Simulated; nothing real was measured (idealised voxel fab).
process module | voxel capacitor over wiring
cross-section cut | 175 nm wide | cells 5 nm
A cross-section is a grid of square cells, given in bands from the top down. A band is one or more rows of cells.
Each band's line starts with the height of the band's top and of its bottom, in nm. Then come its materials from left to right, each with its width in nm. One material with "throughout" fills the band from edge to edge. "air" is empty space.
Height 0 is the level under which the wafer as received is all one material. The lowest band goes on downwards, as in "0 down".
A width such as "30 to 40" changes by the same amount from each row of cells to the next, from the band's top row to its bottom row.
"no change" after a step means that no cell of the cross-section changed.
closed voids: empty space of 8 cells or more with no open way to the top, each as width x height at its distance from the left edge, in nm
after a step's settings: what the simulator itself notes on the step
overlay nm, on a step with a mask: how far to the right of its planned place the mask lay; to the left if negative
plan
1 op RECEIVE | material Si
2 op CONFORMAL_DEP | material SiO2 | thk nm 10
3 op DIRECTIONAL_DEP | material TiN | thk nm 5
4 op DIRECTIONAL_DEP | material Ru | thk nm 20
5 op DIRECTIONAL_DEP | material aC | thk nm 15
6 op PATTERN | tone cover | mask id METAL_1 | material resist | width nm 25 | pitch nm 75 | thk nm 30 | overlay nm 0
7 op DIRECTIONAL_ETCH | etch materials aC | depth nm 15
8 op STRIP | etch materials resist
9 op DIRECTIONAL_ETCH | etch materials Ru | depth nm 20
10 op DIRECTIONAL_ETCH | etch materials TiN | depth nm 5
11 op STRIP | etch materials aC
12 op FILL_DEP | material lowk | thk nm 10
13 op CMP | height nm 35
14 op CONFORMAL_DEP | material SiCN | thk nm 5
15 op DIRECTIONAL_DEP | material SiO2 | thk nm 20
16 op DIRECTIONAL_DEP | material aC | thk nm 10
17 op PATTERN | tone open | mask id PLUG_1 | material resist | width nm 15 | thk nm 25 | overlay nm 0
18 op DIRECTIONAL_ETCH | etch materials aC | depth nm 10
19 op STRIP | etch materials resist
20 op DIRECTIONAL_ETCH | etch materials SiO2 | depth nm 20
21 op DIRECTIONAL_ETCH | etch materials SiCN | depth nm 5
22 op STRIP | etch materials aC
23 op EPI | material Ru | thk nm 10
24 op EPI | material Ru | thk nm 10
25 op EPI | material Ru | thk nm 5
26 op DIRECTIONAL_DEP | material TiN | thk nm 10
27 op DIRECTIONAL_DEP | material SiN | thk nm 5
28 op DIRECTIONAL_DEP | material TiN | thk nm 5
29 op PATTERN | tone cover | mask id UPPER_PLATE | material resist | width nm 55 | thk nm 15 | overlay nm 0
30 op DIRECTIONAL_ETCH | etch materials TiN | depth nm 5
31 op DIRECTIONAL_ETCH | etch materials SiN | depth nm 5
32 op STRIP | etch materials resist
33 op MASKED_ETCH | tone cover | mask id LOWER_PLATE | width nm 65 | etch materials TiN | depth nm 10 | overlay nm 0
34 op FILL_DEP | material SiO2 | thk nm 20
35 op CMP | height nm 95
36 op DIRECTIONAL_DEP | material aC | thk nm 10
37 op PATTERN | tone open | mask id PLUG_2 | material resist | width nm 15 | thk nm 30 | overlay nm 0
38 op DIRECTIONAL_ETCH | etch materials aC | depth nm 10
39 op STRIP | etch materials resist
40 op DIRECTIONAL_ETCH | etch materials SiO2 | depth nm 15
41 op STRIP | etch materials aC
42 op CONFORMAL_DEP | material TiN | thk nm 5
43 op FILL_DEP | material Cu | thk nm 5
44 op CMP | height nm 95
45 op CONFORMAL_DEP | material SiN | thk nm 5
as received, after step 1
  0 down: Si throughout
  closed voids: none
first wafer at the end, as planned
  100 to 95: SiN throughout
  95 to 85: SiO2 55 | TiN 5 | Cu 5 | TiN 5 | SiO2 105
  85 to 75: SiO2 55 to 45 | TiN 15 to 55 | SiO2 105 to 75
  75 to 70: SiO2 45 | SiN 55 | SiO2 75
  70 to 60: SiO2 40 | TiN 65 | SiO2 70
  60 to 40: SiO2 45 | Ru 15 | SiO2 115
  40 to 35: SiCN 45 | Ru 15 | SiCN 115
  35 to 15: lowk 35 | Ru 25 | lowk 50 | Ru 25 | lowk 40
  15 to 10: lowk 35 | TiN 25 | lowk 50 | TiN 25 | lowk 40
  10 to 0: SiO2 throughout
  0 down: Si throughout
  closed voids: none
second wafer at the end: like start, like plan, one mistake
  100 to 95: SiN throughout
  95 to 85: SiO2 55 | TiN 5 | Cu 5 | TiN 5 | SiO2 105
  85 to 80: SiO2 55 | TiN 15 | SiO2 105
  80 to 75: SiO2 40 | TiN 5 | SiO2 55 | TiN 5 | SiO2 70
  75 to 70: SiN 45 | SiO2 55 | SiN 75
  70 to 60: TiN throughout
  60 to 40: SiO2 45 | Ru 15 | SiO2 115
  40 to 35: SiCN 45 | Ru 15 | SiCN 115
  35 to 15: lowk 35 | Ru 25 | lowk 50 | Ru 25 | lowk 40
  15 to 10: lowk 35 | TiN 25 | lowk 50 | TiN 25 | lowk 40
  10 to 0: SiO2 throughout
  0 down: Si throughout
  closed voids: none
what went wrong: step 29 ran as: op PATTERN | tone open | mask id UPPER_PLATE | material resist | width nm 55 | thk nm 15 | overlay nm 0
at the end the second wafer has, in cells: 13 more of SiN | 48 fewer of SiO2 | 35 more of TiN
